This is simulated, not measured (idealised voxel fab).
Process module in this document: voxel local oxidation
Section cut is 250 nm wide and gridded with 5 nm square cells.
Heads up, the way a cross-section reads in here is a grid of square cells, handed over as bands from the top down, with every band being one or more rows of cells.
It is stipulated that each band's entry specify, in nanometres, the height of the top of the band and then that of its bottom, followed by the materials of the band in left-to-right sequence, each together with its width in nanometres. A single material marked by the word "everywhere" is understood to fill the band from edge to edge; the word "blank" is understood to denote empty space.
Heads up on the height convention: 0 is the point under which the incoming wafer is all one material, and the lowest band has no bottom, it just keeps going down, like "0..down".
A width given as "30..40" starts at the first number in the band's top row and ends at the second number in its bottom row, shifting by an equal amount at every step from row to row.
You'll sometimes find "remained the same" written for a step, and that's the way of saying that nowhere in the cross-section did a cell change during that step.
Look at "Enclosed void catalog" for the closed voids: empty spaces with no open path to the top, sized 8 cells or up. Each is width x height at distance, distance from the left edge, all nm.
Heads up: the bit after the settings on a step's line is the simulator's remark on that step.
"overlay nm" answers the question of how far to the right of plan the mask lay on a step that has a mask, and when it is negative the answer is to the left.
SET OUT BELOW ARE THE PLANNED STEPS OF THE PROCESS
1: RECEIVE: material Si
2: OXIDIZE: depth nm 5
3: CONFORMAL_DEP: material SiN, thk nm 15
4: DIRECTIONAL_DEP: material aC, thk nm 15
5: PATTERN: tone cover, mask id ACTIVE, material resist, width nm 95, thk nm 35, overlay nm 0
6: DIRECTIONAL_ETCH: etch materials aC, depth nm 15
7: STRIP: etch materials resist
8: DIRECTIONAL_ETCH: etch materials SiN, depth nm 15
9: STRIP: etch materials aC
10: SELECTIVE_ETCH: etch materials SiO2, depth nm 5
11: OXIDIZE: depth nm 10
12: STRIP: etch materials SiN
CROSS-SECTION OF THE WAFER AS IT CAME TO US, I.E., ALREADY THROUGH STEP 1
  0..down = Si everywhere
  Enclosed void catalog: none
CROSS-SECTIONAL IMAGE OF THE FIRST OF TWO WAFERS AT THE END OF THE MODULE, THE RUN HAVING PROCEEDED AS PLANNED
  0..-5 = 80 blank, then 85 SiO2, then 85 blank
  -5..-15 = 90 SiO2, then 65 Si, then 95 SiO2
  -15..down = Si everywhere
  Enclosed void catalog: none
CROSS-SECTIONAL IMAGE OF THE SECOND WAFER OF THE TWO FOLLOWING COMPLETION OF THE MODULE. STARTING STATE AND PROCESS PLAN WERE THE SAME AS FOR THE FIRST WAFER; ONE EXECUTION ERROR OCCURRED
  0..-5 = 80 blank, then 85 SiO2, then 85 blank
  -5..-15 = SiO2 everywhere
  -15..down = Si everywhere
  Enclosed void catalog: none
Deviation noted in wafer processing: step 2 ran differently from the plan; actual operation with settings: OXIDIZE: depth nm 15
The final cell counts differ between the wafers, with the second having more or fewer of some materials than the first: Si -26; SiO2 +26
